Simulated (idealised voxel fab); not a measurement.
process module | voxel self aligned vias
cross-section cut | 145 nm wide | cells 5 nm
A cross-section is a grid of square cells, given in bands from the top down. A band is one or more rows of cells.
Each band's line starts with the height of the band's top and of its bottom, in nm. Then come its materials from left to right, each with its width in nm. One material with "throughout" fills the band from edge to edge. "air" is empty space.
Height 0 is the level under which the wafer as received is all one material. The lowest band goes on downwards, as in "0 down".
A width such as "30 to 40" changes by the same amount from each row of cells to the next, from the band's top row to its bottom row.
"no change" after a step means that no cell of the cross-section changed.
closed voids: empty space of 8 cells or more with no open way to the top, each as width x height at its distance from the left edge, in nm
after a step's settings: what the simulator itself notes on the step
overlay nm, on a step with a mask: how far to the right of its planned place the mask lay; to the left if negative
plan
1 op RECEIVE | material Si
2 op CONFORMAL_DEP | material SiO2 | thk nm 15
3 op CONFORMAL_DEP | material SiCN | thk nm 5
4 op DIRECTIONAL_DEP | material SiO2 | thk nm 20
5 op DIRECTIONAL_DEP | material aC | thk nm 15
6 op PATTERN | tone open | mask id LINES | material resist | width nm 25 | pitch nm 65 | thk nm 35 | overlay nm 0
7 op DIRECTIONAL_ETCH | etch materials aC | depth nm 15
8 op STRIP | etch materials resist
9 op DIRECTIONAL_ETCH | etch materials SiO2 | depth nm 20
10 op STRIP | etch materials aC
11 op CONFORMAL_DEP | material TiN | thk nm 5
12 op FILL_DEP | material Ru | thk nm 5
13 op CMP | height nm 40
14 op SELECTIVE_ETCH | etch materials W Ru TiN | depth nm 5
15 op FILL_DEP | material SiN | thk nm 5
16 op CMP | height nm 30
17 op DIRECTIONAL_DEP | material SiO2 | thk nm 20
18 op DIRECTIONAL_DEP | material aC | thk nm 10
19 op PATTERN | tone open | mask id VIAS | material resist | width nm 45 | thk nm 25 | overlay nm 0
20 op DIRECTIONAL_ETCH | etch materials aC | depth nm 10
21 op STRIP | etch materials resist
22 op DIRECTIONAL_ETCH | etch materials SiO2 | depth nm 20
23 op DIRECTIONAL_ETCH | etch materials SiN | depth nm 5
24 op STRIP | etch materials aC
25 op CONFORMAL_DEP | material TiN | thk nm 5
26 op FILL_DEP | material W | thk nm 10
27 op CMP | height nm 60
28 op CONFORMAL_DEP | material SiN | thk nm 5
varied across the wafers: height nm of step 16. The plan shows the first wafer's value. All wafers start alike
first wafer as received, after step 1
  0 down: Si throughout
  closed voids: none
first wafer at the end, after step 28
  65 to 60: SiN throughout
  60 to 55: W throughout
  55 to 50: TiN 20 | W 35 | TiN 90
  50 to 35: SiO2 15 | TiN 5 | W 35 | TiN 5 | SiO2 85
  35 to 30: SiO2 15 | TiN 45 | SiO2 85
  30 to 25: SiO2 25 | TiN 5 | Ru 15 | TiN 5 | SiO2 40 | TiN 5 | Ru 15 | TiN 5 | SiO2 30
  25 to 20: SiO2 25 | TiN 25 | SiO2 40 | TiN 25 | SiO2 30
  20 to 15: SiCN throughout
  15 to 0: SiO2 throughout
  0 down: Si throughout
  closed voids: none
last wafer at the end
  65 to 60: SiN throughout
  60 to 45: SiO2 15 | TiN 5 | W 35 | TiN 5 | SiO2 85
  45 to 40: SiN 15 | TiN 45 | SiN 85
  40 to 35: SiO2 25 | SiN 25 | SiO2 40 | SiN 25 | SiO2 30
  35 to 25: SiO2 25 | TiN 5 | Ru 15 | TiN 5 | SiO2 40 | TiN 5 | Ru 15 | TiN 5 | SiO2 30
  25 to 20: SiO2 25 | TiN 25 | SiO2 40 | TiN 25 | SiO2 30
  20 to 15: SiCN throughout
  15 to 0: SiO2 throughout
  0 down: Si throughout
  closed voids: none
each wafer at the end: cells of each material gained (+) or lost (-) since it was received, then its closed voids
height nm 30 | +6 Ru | +29 SiCN | +29 SiN | +205 SiO2 | +51 TiN | +57 W | closed voids: none
height nm 35 | +12 Ru | +29 SiCN | +29 SiN | +224 SiO2 | +55 TiN | +28 W | closed voids: none
height nm 40 | +12 Ru | +29 SiCN | +34 SiN | +243 SiO2 | +35 TiN | +24 W | closed voids: none
height nm 45 | +12 Ru | +29 SiCN | +59 SiN | +223 SiO2 | +33 TiN | +21 W | closed voids: none
